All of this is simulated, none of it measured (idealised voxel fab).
process module | voxel transistor to metal
cross-section cut | 175 nm wide | cells 5 nm
A cross-section is a grid of square cells, given in bands from the top down. A band is one or more rows of cells.
Each band's line starts with the height of the band's top and of its bottom, in nm. Then come its materials from left to right, each with its width in nm. One material with "throughout" fills the band from edge to edge. "air" is empty space.
Height 0 is the level under which the wafer as received is all one material. The lowest band goes on downwards, as in "0 down".
A width such as "30 to 40" changes by the same amount from each row of cells to the next, from the band's top row to its bottom row.
"no change" after a step means that no cell of the cross-section changed.
closed voids: empty space of 8 cells or more with no open way to the top, each as width x height at its distance from the left edge, in nm
after a step's settings: what the simulator itself notes on the step
overlay nm, on a step with a mask: how far to the right of its planned place the mask lay; to the left if negative
plan
1 op RECEIVE | material Si
2 op OXIDIZE | depth nm 5
3 op CONFORMAL_DEP | material SiN | thk nm 10
4 op DIRECTIONAL_DEP | material aC | thk nm 15
5 op PATTERN | tone cover | mask id ACTIVE | material resist | width nm 115 | thk nm 35 | overlay nm 0
6 op DIRECTIONAL_ETCH | etch materials aC | depth nm 15
7 op STRIP | etch materials resist
8 op DIRECTIONAL_ETCH | etch materials SiN | depth nm 10
9 op DIRECTIONAL_ETCH | etch materials SiO2 | depth nm 5
10 op DIRECTIONAL_ETCH | etch materials Si | depth nm 20
11 op STRIP | etch materials aC
12 op OXIDIZE | depth nm 5
13 op FILL_DEP | material SiO2 | thk nm 5
14 op CMP | height nm 10
15 op SELECTIVE_ETCH | etch materials SiO2 | depth nm 10
16 op STRIP | etch materials SiN
17 op SELECTIVE_ETCH | etch materials SiO2 | depth nm 5
18 op OXIDIZE | depth nm 5
19 op DIRECTIONAL_DEP | material polySi | thk nm 30
20 op DIRECTIONAL_DEP | material SiCN | thk nm 10
21 op PATTERN | tone cover | mask id GATE | material resist | width nm 25 | thk nm 15 | overlay nm 0
22 op DIRECTIONAL_ETCH | etch materials SiCN | depth nm 20
23 op DIRECTIONAL_ETCH | etch materials polySi | depth nm 40
24 op STRIP | etch materials resist
25 op CONFORMAL_DEP | material SiO2 | thk nm 5
26 op DIRECTIONAL_ETCH | etch materials SiO2 | depth nm 5
27 op CONFORMAL_DEP | material SiN | thk nm 10
28 op DIRECTIONAL_ETCH | etch materials SiN | depth nm 10
29 op DIRECTIONAL_ETCH | etch materials SiO2 | depth nm 5
30 op DIRECTIONAL_ETCH | etch materials Si | depth nm 5
31 op EPI | material pSi | thk nm 5
32 op FILL_DEP | material SiO2 | thk nm 5
33 op CMP | height nm 25
34 op STRIP | etch materials polySi
35 op SELECTIVE_ETCH | etch materials SiO2 | depth nm 5
36 op CONFORMAL_DEP | material HfO2 | thk nm 5
37 op CONFORMAL_DEP | material TiN | thk nm 5
38 op FILL_DEP | material W | thk nm 5
39 op CMP | height nm 20
40 op DIRECTIONAL_DEP | material SiO2 | thk nm 10
41 op MASKED_ETCH | tone open | mask id CONTACT | width nm 20 | pitch nm 75 | etch materials SiO2 | depth nm 40 | overlay nm 0
42 op CONFORMAL_DEP | material TiN | thk nm 5
43 op FILL_DEP | material W | thk nm 5
44 op CMP | height nm 30
45 op CONFORMAL_DEP | material SiCN | thk nm 5
46 op DIRECTIONAL_DEP | material lowk | thk nm 25
47 op PATTERN | tone open | mask id METAL_1 | material resist | width nm 20 | pitch nm 75 | thk nm 20 | overlay nm 0
48 op DIRECTIONAL_ETCH | etch materials lowk | depth nm 25
49 op DIRECTIONAL_ETCH | etch materials SiCN | depth nm 5
50 op STRIP | etch materials resist
51 op CONFORMAL_DEP | material TiN | thk nm 5
52 op FILL_DEP | material W | thk nm 5
53 op CMP | height nm 60
54 op EPI | material Ru | thk nm 5
55 op FILL_DEP | material SiCN | thk nm 5
56 op DIRECTIONAL_DEP | material lowk | thk nm 25
57 op PATTERN | tone open | mask id METAL_2 | material resist | width nm 20 | pitch nm 75 | thk nm 15 | overlay nm 0
58 op DIRECTIONAL_ETCH | etch materials lowk | depth nm 15
59 op STRIP | etch materials resist
60 op PATTERN | tone open | mask id METAL_2_HOLES | material resist | width nm 15 | pitch nm 75 | thk nm 15 | overlay nm 0
61 op DIRECTIONAL_ETCH | etch materials lowk | depth nm 10
62 op DIRECTIONAL_ETCH | etch materials SiCN | depth nm 5
63 op STRIP | etch materials resist
64 op CONFORMAL_DEP | material TiN | thk nm 5
65 op FILL_DEP | material Cu | thk nm 5
66 op CMP | height nm 95
67 op CONFORMAL_DEP | material SiN | thk nm 5
first wafer, as planned
as received, after step 1
  0 down: Si throughout
  closed voids: none
after step 2
  0 to -5: SiO2 throughout
  below -5: unchanged
after step 3
  10 to 0: SiN throughout
  below 0: unchanged
after step 4
  25 to 10: aC throughout
  below 10: unchanged
after step 5
  60 to 25: air 30 | resist 115 | air 30
  below 25: unchanged
after step 6
  45 to 25: air 30 | resist 115 | air 30
  25 to 10: air 30 | aC 115 | air 30
  below 10: unchanged
after step 7
  25 to 10: air 30 | aC 115 | air 30
  below 10: unchanged
after step 8
  25 to 10: air 30 | aC 115 | air 30
  10 to 0: air 30 | SiN 115 | air 30
  below 0: unchanged
after step 9
  25 to 10: air 30 | aC 115 | air 30
  10 to 0: air 30 | SiN 115 | air 30
  0 to -5: air 30 | SiO2 115 | air 30
  below -5: unchanged
after step 10
  25 to 10: air 30 | aC 115 | air 30
  10 to 0: air 30 | SiN 115 | air 30
  0 to -5: air 30 | SiO2 115 | air 30
  -5 to -25: air 30 | Si 115 | air 30
  below -25: unchanged
after step 11
  10 to 0: air 30 | SiN 115 | air 30
  below 0: unchanged
after step 12
  10 to 0: air 30 | SiN 115 | air 30
  0 to -5: air 30 | SiO2 115 | air 30
  -5 to -25: air 30 | SiO2 5 | Si 105 | SiO2 5 | air 30
  -25 to -30: SiO2 35 | Si 105 | SiO2 35
  below -30: unchanged
after step 13
  15 to 10: SiO2 throughout
  10 to 0: SiO2 30 | SiN 115 | SiO2 30
  0 to -5: SiO2 throughout
  -5 to -30: SiO2 35 | Si 105 | SiO2 35
  below -30: unchanged
after step 14
  10 to 0: SiO2 30 | SiN 115 | SiO2 30
  below 0: unchanged
after step 15
  10 to 0: air 30 | SiN 115 | air 30
  below 0: unchanged
after step 16
  0 to -5: SiO2 throughout
  below -5: unchanged
after step 17
  -5 to -30: SiO2 35 | Si 105 | SiO2 35
  below -30: unchanged
after step 18
  -5 to -10: SiO2 throughout
  below -10: unchanged
after step 19
  25 to -5: polySi throughout
  below -5: unchanged
after step 20
  35 to 25: SiCN throughout
  below 25: unchanged
after step 21
  50 to 35: air 75 | resist 25 | air 75
  below 35: unchanged
after step 22
  50 to 35: air 75 | resist 25 | air 75
  35 to 25: air 75 | SiCN 25 | air 75
  below 25: unchanged
after step 23
  50 to 35: air 75 | resist 25 | air 75
  35 to 25: air 75 | SiCN 25 | air 75
  25 to -5: air 75 | polySi 25 | air 75
  below -5: unchanged
after step 24
  35 to 25: air 75 | SiCN 25 | air 75
  below 25: unchanged
after step 25
  40 to 35: air 70 | SiO2 35 | air 70
  35 to 25: air 70 | SiO2 5 | SiCN 25 | SiO2 5 | air 70
  25 to 0: air 70 | SiO2 5 | polySi 25 | SiO2 5 | air 70
  0 to -5: SiO2 75 | polySi 25 | SiO2 75
  below -5: unchanged
after step 26
  35 to 25: air 70 | SiO2 5 | SiCN 25 | SiO2 5 | air 70
  25 to -5: air 70 | SiO2 5 | polySi 25 | SiO2 5 | air 70
  below -5: unchanged
after step 27
  45 to 35: air 60 | SiN 55 | air 60
  35 to 25: air 60 | SiN 10 | SiO2 5 | SiCN 25 | SiO2 5 | SiN 10 | air 60
  25 to 5: air 60 | SiN 10 | SiO2 5 | polySi 25 | SiO2 5 | SiN 10 | air 60
  5 to -5: SiN 70 | SiO2 5 | polySi 25 | SiO2 5 | SiN 70
  below -5: unchanged
after step 28
  35 to 25: air 60 | SiN 10 | SiO2 5 | SiCN 25 | SiO2 5 | SiN 10 | air 60
  25 to -5: air 60 | SiN 10 | SiO2 5 | polySi 25 | SiO2 5 | SiN 10 | air 60
  below -5: unchanged
after step 29
  35 to 30: air 60 | SiN 10 | air 5 | SiCN 25 | air 5 | SiN 10 | air 60
  30 to 25: air 60 | SiN 10 | SiO2 5 | SiCN 25 | SiO2 5 | SiN 10 | air 60
  25 to -5: air 60 | SiN 10 | SiO2 5 | polySi 25 | SiO2 5 | SiN 10 | air 60
  -5 to -10: air 60 | SiO2 55 | air 60
  below -10: unchanged
after step 30
  35 to 30: air 60 | SiN 10 | air 5 | SiCN 25 | air 5 | SiN 10 | air 60
  30 to 25: air 60 | SiN 10 | SiO2 5 | SiCN 25 | SiO2 5 | SiN 10 | air 60
  25 to -5: air 60 | SiN 10 | SiO2 5 | polySi 25 | SiO2 5 | SiN 10 | air 60
  -5 to -10: air 60 | SiO2 55 | air 60
  -10 to -15: SiO2 35 | air 25 | Si 55 | air 25 | SiO2 35
  below -15: unchanged
after step 31
  35 to 30: air 60 | SiN 10 | air 5 | SiCN 25 | air 5 | SiN 10 | air 60
  30 to 25: air 60 | SiN 10 | SiO2 5 | SiCN 25 | SiO2 5 | SiN 10 | air 60
  25 to -5: air 60 | SiN 10 | SiO2 5 | polySi 25 | SiO2 5 | SiN 10 | air 60
  -5 to -10: air 55 | pSi 5 | SiO2 55 | pSi 5 | air 55
  -10 to -15: SiO2 35 | pSi 25 | Si 55 | pSi 25 | SiO2 35
  below -15: unchanged
after step 32
  40 to 35: SiO2 throughout
  35 to 25: SiO2 60 | SiN 10 | SiO2 5 | SiCN 25 | SiO2 5 | SiN 10 | SiO2 60
  25 to -5: SiO2 60 | SiN 10 | SiO2 5 | polySi 25 | SiO2 5 | SiN 10 | SiO2 60
  -5 to -10: SiO2 55 | pSi 5 | SiO2 55 | pSi 5 | SiO2 55
  below -10: unchanged
after step 33
  25 to -5: SiO2 60 | SiN 10 | SiO2 5 | polySi 25 | SiO2 5 | SiN 10 | SiO2 60
  below -5: unchanged
after step 34
  25 to -5: SiO2 60 | SiN 10 | SiO2 5 | air 25 | SiO2 5 | SiN 10 | SiO2 60
  below -5: unchanged
after step 35
  25 to 20: air 60 | SiN 10 | air 35 | SiN 10 | air 60
  20 to -5: SiO2 60 | SiN 10 | air 35 | SiN 10 | SiO2 60
  -5 to -10: SiO2 55 | pSi 5 | SiO2 10 | air 35 | SiO2 10 | pSi 5 | SiO2 55
  below -10: unchanged
after step 36
  30 to 25: air 55 | HfO2 20 | air 25 | HfO2 20 | air 55
  25 to 20: HfO2 60 | SiN 10 | HfO2 5 | air 25 | HfO2 5 | SiN 10 | HfO2 60
  20 to -5: SiO2 60 | SiN 10 | HfO2 5 | air 25 | HfO2 5 | SiN 10 | SiO2 60
  -5 to -10: SiO2 55 | pSi 5 | SiO2 10 | HfO2 35 | SiO2 10 | pSi 5 | SiO2 55
  below -10: unchanged
after step 37
  35 to 30: air 50 | TiN 30 | air 15 | TiN 30 | air 50
  30 to 25: TiN 55 | HfO2 20 | TiN 5 | air 15 | TiN 5 | HfO2 20 | TiN 55
  25 to 20: HfO2 60 | SiN 10 | HfO2 5 | TiN 5 | air 15 | TiN 5 | HfO2 5 | SiN 10 | HfO2 60
  20 to 0: SiO2 60 | SiN 10 | HfO2 5 | TiN 5 | air 15 | TiN 5 | HfO2 5 | SiN 10 | SiO2 60
  0 to -5: SiO2 60 | SiN 10 | HfO2 5 | TiN 25 | HfO2 5 | SiN 10 | SiO2 60
  below -5: unchanged
after step 38
  40 to 35: W throughout
  35 to 30: W 50 | TiN 30 | W 15 | TiN 30 | W 50
  30 to 25: TiN 55 | HfO2 20 | TiN 5 | W 15 | TiN 5 | HfO2 20 | TiN 55
  25 to 20: HfO2 60 | SiN 10 | HfO2 5 | TiN 5 | W 15 | TiN 5 | HfO2 5 | SiN 10 | HfO2 60
  20 to 0: SiO2 60 | SiN 10 | HfO2 5 | TiN 5 | W 15 | TiN 5 | HfO2 5 | SiN 10 | SiO2 60
  below 0: unchanged
after step 39
  20 to 0: SiO2 60 | SiN 10 | HfO2 5 | TiN 5 | W 15 | TiN 5 | HfO2 5 | SiN 10 | SiO2 60
  below 0: unchanged
after step 40
  30 to 20: SiO2 throughout
  below 20: unchanged
after step 41
  30 to 20: SiO2 40 | air 20 | SiO2 55 | air 20 | SiO2 40
  20 to 0: SiO2 40 | air 20 | SiN 10 | HfO2 5 | TiN 5 | W 15 | TiN 5 | HfO2 5 | SiN 10 | air 20 | SiO2 40
  0 to -5: SiO2 40 | air 20 | SiN 10 | HfO2 5 | TiN 25 | HfO2 5 | SiN 10 | air 20 | SiO2 40
  -5 to -10: SiO2 40 | air 15 | pSi 5 | SiO2 10 | HfO2 35 | SiO2 10 | pSi 5 | air 15 | SiO2 40
  below -10: unchanged
after step 42
  35 to 30: TiN 45 | air 10 | TiN 65 | air 10 | TiN 45
  30 to 20: SiO2 40 | TiN 5 | air 10 | TiN 5 | SiO2 55 | TiN 5 | air 10 | TiN 5 | SiO2 40
  20 to 0: SiO2 40 | TiN 5 | air 10 | TiN 5 | SiN 10 | HfO2 5 | TiN 5 | W 15 | TiN 5 | HfO2 5 | SiN 10 | TiN 5 | air 10 | TiN 5 | SiO2 40
  0 to -5: SiO2 40 | TiN 5 | air 5 | TiN 10 | SiN 10 | HfO2 5 | TiN 25 | HfO2 5 | SiN 10 | TiN 10 | air 5 | TiN 5 | SiO2 40
  -5 to -10: SiO2 40 | TiN 15 | pSi 5 | SiO2 10 | HfO2 35 | SiO2 10 | pSi 5 | TiN 15 | SiO2 40
  below -10: unchanged
after step 43
  40 to 35: W throughout
  35 to 30: TiN 45 | W 10 | TiN 65 | W 10 | TiN 45
  30 to 20: SiO2 40 | TiN 5 | W 10 | TiN 5 | SiO2 55 | TiN 5 | W 10 | TiN 5 | SiO2 40
  20 to 0: SiO2 40 | TiN 5 | W 10 | TiN 5 | SiN 10 | HfO2 5 | TiN 5 | W 15 | TiN 5 | HfO2 5 | SiN 10 | TiN 5 | W 10 | TiN 5 | SiO2 40
  0 to -5: SiO2 40 | TiN 5 | W 5 | TiN 10 | SiN 10 | HfO2 5 | TiN 25 | HfO2 5 | SiN 10 | TiN 10 | W 5 | TiN 5 | SiO2 40
  below -5: unchanged
after step 44
  30 to 20: SiO2 40 | TiN 5 | W 10 | TiN 5 | SiO2 55 | TiN 5 | W 10 | TiN 5 | SiO2 40
  below 20: unchanged
after step 45
  35 to 30: SiCN throughout
  below 30: unchanged
after step 46
  60 to 35: lowk throughout
  below 35: unchanged
after step 47
  80 to 60: resist 40 | air 20 | resist 55 | air 20 | resist 40
  below 60: unchanged
after step 48
  80 to 60: resist 40 | air 20 | resist 55 | air 20 | resist 40
  60 to 35: lowk 40 | air 20 | lowk 55 | air 20 | lowk 40
  below 35: unchanged
after step 49
  80 to 60: resist 40 | air 20 | resist 55 | air 20 | resist 40
  60 to 35: lowk 40 | air 20 | lowk 55 | air 20 | lowk 40
  35 to 30: SiCN 40 | air 20 | SiCN 55 | air 20 | SiCN 40
  below 30: unchanged
after step 50
  60 to 35: lowk 40 | air 20 | lowk 55 | air 20 | lowk 40
  below 35: unchanged
after step 51
  65 to 60: TiN 45 | air 10 | TiN 65 | air 10 | TiN 45
  60 to 35: lowk 40 | TiN 5 | air 10 | TiN 5 | lowk 55 | TiN 5 | air 10 | TiN 5 | lowk 40
  35 to 30: SiCN 40 | TiN 20 | SiCN 55 | TiN 20 | SiCN 40
  below 30: unchanged
after step 52
  70 to 65: W throughout
  65 to 60: TiN 45 | W 10 | TiN 65 | W 10 | TiN 45
  60 to 35: lowk 40 | TiN 5 | W 10 | TiN 5 | lowk 55 | TiN 5 | W 10 | TiN 5 | lowk 40
  below 35: unchanged
after step 53
  60 to 35: lowk 40 | TiN 5 | W 10 | TiN 5 | lowk 55 | TiN 5 | W 10 | TiN 5 | lowk 40
  below 35: unchanged
after step 54
  65 to 60: air 35 | Ru 30 | air 45 | Ru 30 | air 35
  below 60: unchanged
after step 55
  70 to 65: SiCN throughout
  65 to 60: SiCN 35 | Ru 30 | SiCN 45 | Ru 30 | SiCN 35
  below 60: unchanged
after step 56
  95 to 70: lowk throughout
  below 70: unchanged
after step 57
  110 to 95: resist 40 | air 20 | resist 55 | air 20 | resist 40
  below 95: unchanged
after step 58
  110 to 95: resist 40 | air 20 | resist 55 | air 20 | resist 40
  95 to 80: lowk 40 | air 20 | lowk 55 | air 20 | lowk 40
  below 80: unchanged
after step 59
  95 to 80: lowk 40 | air 20 | lowk 55 | air 20 | lowk 40
  below 80: unchanged
after step 60
  110 to 95: resist 40 | air 15 | resist 60 | air 15 | resist 45
  95 to 80: lowk 40 | air 15 | resist 5 | lowk 55 | air 15 | resist 5 | lowk 40
  below 80: unchanged
after step 61
  110 to 95: resist 40 | air 15 | resist 60 | air 15 | resist 45
  95 to 80: lowk 40 | air 15 | resist 5 | lowk 55 | air 15 | resist 5 | lowk 40
  80 to 70: lowk 40 | air 15 | lowk 60 | air 15 | lowk 45
  below 70: unchanged
after step 62
  110 to 95: resist 40 | air 15 | resist 60 | air 15 | resist 45
  95 to 80: lowk 40 | air 15 | resist 5 | lowk 55 | air 15 | resist 5 | lowk 40
  80 to 70: lowk 40 | air 15 | lowk 60 | air 15 | lowk 45
  70 to 65: SiCN 40 | air 15 | SiCN 60 | air 15 | SiCN 45
  below 65: unchanged
after step 63
  95 to 80: lowk 40 | air 20 | lowk 55 | air 20 | lowk 40
  below 80: unchanged
after step 64
  100 to 95: TiN 45 | air 10 | TiN 65 | air 10 | TiN 45
  95 to 85: lowk 40 | TiN 5 | air 10 | TiN 5 | lowk 55 | TiN 5 | air 10 | TiN 5 | lowk 40
  85 to 80: lowk 40 | TiN 5 | air 5 | TiN 10 | lowk 55 | TiN 5 | air 5 | TiN 10 | lowk 40
  80 to 70: lowk 40 | TiN 5 | air 5 | TiN 5 | lowk 60 | TiN 5 | air 5 | TiN 5 | lowk 45
  70 to 65: SiCN 40 | TiN 15 | SiCN 60 | TiN 15 | SiCN 45
  below 65: unchanged
after step 65
  105 to 100: Cu throughout
  100 to 95: TiN 45 | Cu 10 | TiN 65 | Cu 10 | TiN 45
  95 to 85: lowk 40 | TiN 5 | Cu 10 | TiN 5 | lowk 55 | TiN 5 | Cu 10 | TiN 5 | lowk 40
  85 to 80: lowk 40 | TiN 5 | Cu 5 | TiN 10 | lowk 55 | TiN 5 | Cu 5 | TiN 10 | lowk 40
  80 to 70: lowk 40 | TiN 5 | Cu 5 | TiN 5 | lowk 60 | TiN 5 | Cu 5 | TiN 5 | lowk 45
  below 70: unchanged
after step 66
  95 to 85: lowk 40 | TiN 5 | Cu 10 | TiN 5 | lowk 55 | TiN 5 | Cu 10 | TiN 5 | lowk 40
  below 85: unchanged
after step 67
  100 to 95: SiN throughout
  below 95: unchanged
second wafer: like start, like plan, one mistake. Through step 35 it matches the first wafer
when step 36 should have ended
  30 to 25: air 55 | TiN 20 | air 25 | TiN 20 | air 55
  25 to 20: TiN 60 | SiN 10 | TiN 5 | air 25 | TiN 5 | SiN 10 | TiN 60
  20 to -5: SiO2 60 | SiN 10 | TiN 5 | air 25 | TiN 5 | SiN 10 | SiO2 60
  -5 to -10: SiO2 55 | pSi 5 | SiO2 10 | TiN 35 | SiO2 10 | pSi 5 | SiO2 55
  below -10: unchanged
when step 37 should have ended
  35 to 30: air 50 | HfO2 30 | air 15 | HfO2 30 | air 50
  30 to 25: HfO2 55 | TiN 20 | HfO2 5 | air 15 | HfO2 5 | TiN 20 | HfO2 55
  25 to 20: TiN 60 | SiN 10 | TiN 5 | HfO2 5 | air 15 | HfO2 5 | TiN 5 | SiN 10 | TiN 60
  20 to 0: SiO2 60 | SiN 10 | TiN 5 | HfO2 5 | air 15 | HfO2 5 | TiN 5 | SiN 10 | SiO2 60
  0 to -5: SiO2 60 | SiN 10 | TiN 5 | HfO2 25 | TiN 5 | SiN 10 | SiO2 60
  below -5: unchanged
when step 38 should have ended
  40 to 35: W throughout
  35 to 30: W 50 | HfO2 30 | W 15 | HfO2 30 | W 50
  30 to 25: HfO2 55 | TiN 20 | HfO2 5 | W 15 | HfO2 5 | TiN 20 | HfO2 55
  25 to 20: TiN 60 | SiN 10 | TiN 5 | HfO2 5 | W 15 | HfO2 5 | TiN 5 | SiN 10 | TiN 60
  20 to 0: SiO2 60 | SiN 10 | TiN 5 | HfO2 5 | W 15 | HfO2 5 | TiN 5 | SiN 10 | SiO2 60
  below 0: unchanged
when step 39 should have ended
  20 to 0: SiO2 60 | SiN 10 | TiN 5 | HfO2 5 | W 15 | HfO2 5 | TiN 5 | SiN 10 | SiO2 60
  below 0: unchanged
when step 40 should have ended
  30 to 20: SiO2 throughout
  below 20: unchanged
when step 41 should have ended
  30 to 20: SiO2 40 | air 20 | SiO2 55 | air 20 | SiO2 40
  20 to 0: SiO2 40 | air 20 | SiN 10 | TiN 5 | HfO2 5 | W 15 | HfO2 5 | TiN 5 | SiN 10 | air 20 | SiO2 40
  0 to -5: SiO2 40 | air 20 | SiN 10 | TiN 5 | HfO2 25 | TiN 5 | SiN 10 | air 20 | SiO2 40
  -5 to -10: SiO2 40 | air 15 | pSi 5 | SiO2 10 | TiN 35 | SiO2 10 | pSi 5 | air 15 | SiO2 40
  below -10: unchanged
when step 42 should have ended
  35 to 30: TiN 45 | air 10 | TiN 65 | air 10 | TiN 45
  30 to 20: SiO2 40 | TiN 5 | air 10 | TiN 5 | SiO2 55 | TiN 5 | air 10 | TiN 5 | SiO2 40
  20 to 0: SiO2 40 | TiN 5 | air 10 | TiN 5 | SiN 10 | TiN 5 | HfO2 5 | W 15 | HfO2 5 | TiN 5 | SiN 10 | TiN 5 | air 10 | TiN 5 | SiO2 40
  0 to -5: SiO2 40 | TiN 5 | air 5 | TiN 10 | SiN 10 | TiN 5 | HfO2 25 | TiN 5 | SiN 10 | TiN 10 | air 5 | TiN 5 | SiO2 40
  -5 to -10: SiO2 40 | TiN 15 | pSi 5 | SiO2 10 | TiN 35 | SiO2 10 | pSi 5 | TiN 15 | SiO2 40
  below -10: unchanged
when step 43 should have ended
  40 to 35: W throughout
  35 to 30: TiN 45 | W 10 | TiN 65 | W 10 | TiN 45
  30 to 20: SiO2 40 | TiN 5 | W 10 | TiN 5 | SiO2 55 | TiN 5 | W 10 | TiN 5 | SiO2 40
  20 to 0: SiO2 40 | TiN 5 | W 10 | TiN 5 | SiN 10 | TiN 5 | HfO2 5 | W 15 | HfO2 5 | TiN 5 | SiN 10 | TiN 5 | W 10 | TiN 5 | SiO2 40
  0 to -5: SiO2 40 | TiN 5 | W 5 | TiN 10 | SiN 10 | TiN 5 | HfO2 25 | TiN 5 | SiN 10 | TiN 10 | W 5 | TiN 5 | SiO2 40
  below -5: unchanged
when step 44 should have ended
  30 to 20: SiO2 40 | TiN 5 | W 10 | TiN 5 | SiO2 55 | TiN 5 | W 10 | TiN 5 | SiO2 40
  below 20: unchanged
when step 45 should have ended
  35 to 30: SiCN throughout
  below 30: unchanged
when step 46 should have ended
  60 to 35: lowk throughout
  below 35: unchanged
when step 47 should have ended
  80 to 60: resist 40 | air 20 | resist 55 | air 20 | resist 40
  below 60: unchanged
when step 48 should have ended
  80 to 60: resist 40 | air 20 | resist 55 | air 20 | resist 40
  60 to 35: lowk 40 | air 20 | lowk 55 | air 20 | lowk 40
  below 35: unchanged
when step 49 should have ended
  80 to 60: resist 40 | air 20 | resist 55 | air 20 | resist 40
  60 to 35: lowk 40 | air 20 | lowk 55 | air 20 | lowk 40
  35 to 30: SiCN 40 | air 20 | SiCN 55 | air 20 | SiCN 40
  below 30: unchanged
when step 50 should have ended
  60 to 35: lowk 40 | air 20 | lowk 55 | air 20 | lowk 40
  below 35: unchanged
when step 51 should have ended
  65 to 60: TiN 45 | air 10 | TiN 65 | air 10 | TiN 45
  60 to 35: lowk 40 | TiN 5 | air 10 | TiN 5 | lowk 55 | TiN 5 | air 10 | TiN 5 | lowk 40
  35 to 30: SiCN 40 | TiN 20 | SiCN 55 | TiN 20 | SiCN 40
  below 30: unchanged
when step 52 should have ended
  70 to 65: W throughout
  65 to 60: TiN 45 | W 10 | TiN 65 | W 10 | TiN 45
  60 to 35: lowk 40 | TiN 5 | W 10 | TiN 5 | lowk 55 | TiN 5 | W 10 | TiN 5 | lowk 40
  below 35: unchanged
when step 53 should have ended
  60 to 35: lowk 40 | TiN 5 | W 10 | TiN 5 | lowk 55 | TiN 5 | W 10 | TiN 5 | lowk 40
  below 35: unchanged
when step 54 should have ended
  65 to 60: air 35 | Ru 30 | air 45 | Ru 30 | air 35
  below 60: unchanged
when step 55 should have ended
  70 to 65: SiCN throughout
  65 to 60: SiCN 35 | Ru 30 | SiCN 45 | Ru 30 | SiCN 35
  below 60: unchanged
when step 56 should have ended
  95 to 70: lowk throughout
  below 70: unchanged
when step 57 should have ended
  110 to 95: resist 40 | air 20 | resist 55 | air 20 | resist 40
  below 95: unchanged
when step 58 should have ended
  110 to 95: resist 40 | air 20 | resist 55 | air 20 | resist 40
  95 to 80: lowk 40 | air 20 | lowk 55 | air 20 | lowk 40
  below 80: unchanged
when step 59 should have ended
  95 to 80: lowk 40 | air 20 | lowk 55 | air 20 | lowk 40
  below 80: unchanged
when step 60 should have ended
  110 to 95: resist 40 | air 15 | resist 60 | air 15 | resist 45
  95 to 80: lowk 40 | air 15 | resist 5 | lowk 55 | air 15 | resist 5 | lowk 40
  below 80: unchanged
when step 61 should have ended
  110 to 95: resist 40 | air 15 | resist 60 | air 15 | resist 45
  95 to 80: lowk 40 | air 15 | resist 5 | lowk 55 | air 15 | resist 5 | lowk 40
  80 to 70: lowk 40 | air 15 | lowk 60 | air 15 | lowk 45
  below 70: unchanged
when step 62 should have ended
  110 to 95: resist 40 | air 15 | resist 60 | air 15 | resist 45
  95 to 80: lowk 40 | air 15 | resist 5 | lowk 55 | air 15 | resist 5 | lowk 40
  80 to 70: lowk 40 | air 15 | lowk 60 | air 15 | lowk 45
  70 to 65: SiCN 40 | air 15 | SiCN 60 | air 15 | SiCN 45
  below 65: unchanged
when step 63 should have ended
  95 to 80: lowk 40 | air 20 | lowk 55 | air 20 | lowk 40
  below 80: unchanged
when step 64 should have ended
  100 to 95: TiN 45 | air 10 | TiN 65 | air 10 | TiN 45
  95 to 85: lowk 40 | TiN 5 | air 10 | TiN 5 | lowk 55 | TiN 5 | air 10 | TiN 5 | lowk 40
  85 to 80: lowk 40 | TiN 5 | air 5 | TiN 10 | lowk 55 | TiN 5 | air 5 | TiN 10 | lowk 40
  80 to 70: lowk 40 | TiN 5 | air 5 | TiN 5 | lowk 60 | TiN 5 | air 5 | TiN 5 | lowk 45
  70 to 65: SiCN 40 | TiN 15 | SiCN 60 | TiN 15 | SiCN 45
  below 65: unchanged
when step 65 should have ended
  105 to 100: Cu throughout
  100 to 95: TiN 45 | Cu 10 | TiN 65 | Cu 10 | TiN 45
  95 to 85: lowk 40 | TiN 5 | Cu 10 | TiN 5 | lowk 55 | TiN 5 | Cu 10 | TiN 5 | lowk 40
  85 to 80: lowk 40 | TiN 5 | Cu 5 | TiN 10 | lowk 55 | TiN 5 | Cu 5 | TiN 10 | lowk 40
  80 to 70: lowk 40 | TiN 5 | Cu 5 | TiN 5 | lowk 60 | TiN 5 | Cu 5 | TiN 5 | lowk 45
  below 70: unchanged
when step 66 should have ended
  95 to 85: lowk 40 | TiN 5 | Cu 10 | TiN 5 | lowk 55 | TiN 5 | Cu 10 | TiN 5 | lowk 40
  below 85: unchanged
when step 67 should have ended
  100 to 95: SiN throughout
  below 95: unchanged
what went wrong: steps 36 and 37 were swapped
at the end the second wafer has, in cells: 4 fewer of HfO2 | 4 more of TiN
